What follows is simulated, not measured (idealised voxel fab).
The name of this process module is voxel spacer lines.
The figure presents cross-section cut, which has a width of 165 nm and is divided into square cells with an edge length of 5 nm.
The cross-sections in this document take the form of a grid made of square cells. They are written out as bands, in order from top to bottom. Each band consists of one or more rows of cells. The band entry comprises the height of the band's top followed by the height of its bottom, expressed in nm, and subsequently the band's materials from left to right, each stated together with its width in nm. Where a single material is marked with the word "throughout", that material fills the band from edge to edge. The word "blank" represents empty space. Height datum 0, below which the as-received substrate wafer is one material. Lowest band open at the bottom, running downward: "0 and below". With a width like "30..40", each row of cells in the band differs from the next by the same amount, the top row carrying the first number and the bottom row the second. Key: "no change occurred" - step with no changed cell in the cross-section. Enclosed voids (no open way to top), threshold 8 cells or more, entry "Closed void list", notation width x height at distance, distance from left edge, nm. Where a step's line continues beyond its settings, the continuation is a remark by the simulator itself on that step. "overlay nm" denotes, for a step that has a mask, the displacement of the mask to the right of its planned place, with negative values corresponding to the left.
[The process steps that were planned are listed below]
1: RECEIVE (material Si)
2: CONFORMAL_DEP (material SiO2; thk nm 5)
3: DIRECTIONAL_DEP (material W; thk nm 20)
4: DIRECTIONAL_DEP (material polySi; thk nm 30)
5: PATTERN (tone cover; mask id MANDREL; material resist; width nm 20; pitch nm 60; thk nm 40; overlay nm 0)
6: DIRECTIONAL_ETCH (etch materials polySi; depth nm 30)
7: STRIP (etch materials resist)
8: CONFORMAL_DEP (material SiN; thk nm 10)
9: DIRECTIONAL_ETCH (etch materials SiN; depth nm 10)
10: STRIP (etch materials polySi)
11: DIRECTIONAL_ETCH (etch materials W; depth nm 20)
12: STRIP (etch materials SiN)
[Here's what the wafer looked like in cross-section when it arrived - that's after step 1]
  0 and below | Si throughout
  Closed void list: none
[Cross-section, first of two wafers, end of module, run as planned]
  25 down to 5 | blank 30 nm; W 10 nm; blank 20 nm; W 10 nm; blank 20 nm; W 10 nm; blank 20 nm; W 10 nm; blank 35 nm
  5 down to 0 | SiO2 throughout
  0 and below | Si throughout
  Closed void list: none
[So this is wafer number two of the two, cut at the end of the module - it started where the first did and had the same plan, we just got one thing wrong running it]
  25 down to 5 | blank 40 nm; W 20 nm; blank 40 nm; W 20 nm; blank 45 nm
  5 down to 0 | SiO2 throughout
  0 and below | Si throughout
  Closed void list: none
Plan not followed: step 5 deviated from plan and actually ran as PATTERN (tone open; mask id MANDREL; material resist; width nm 20; pitch nm 60; thk nm 40; overlay nm 0)
At the end, the second wafer has the same number of cells of each material as the first, but those cells sit in other places.
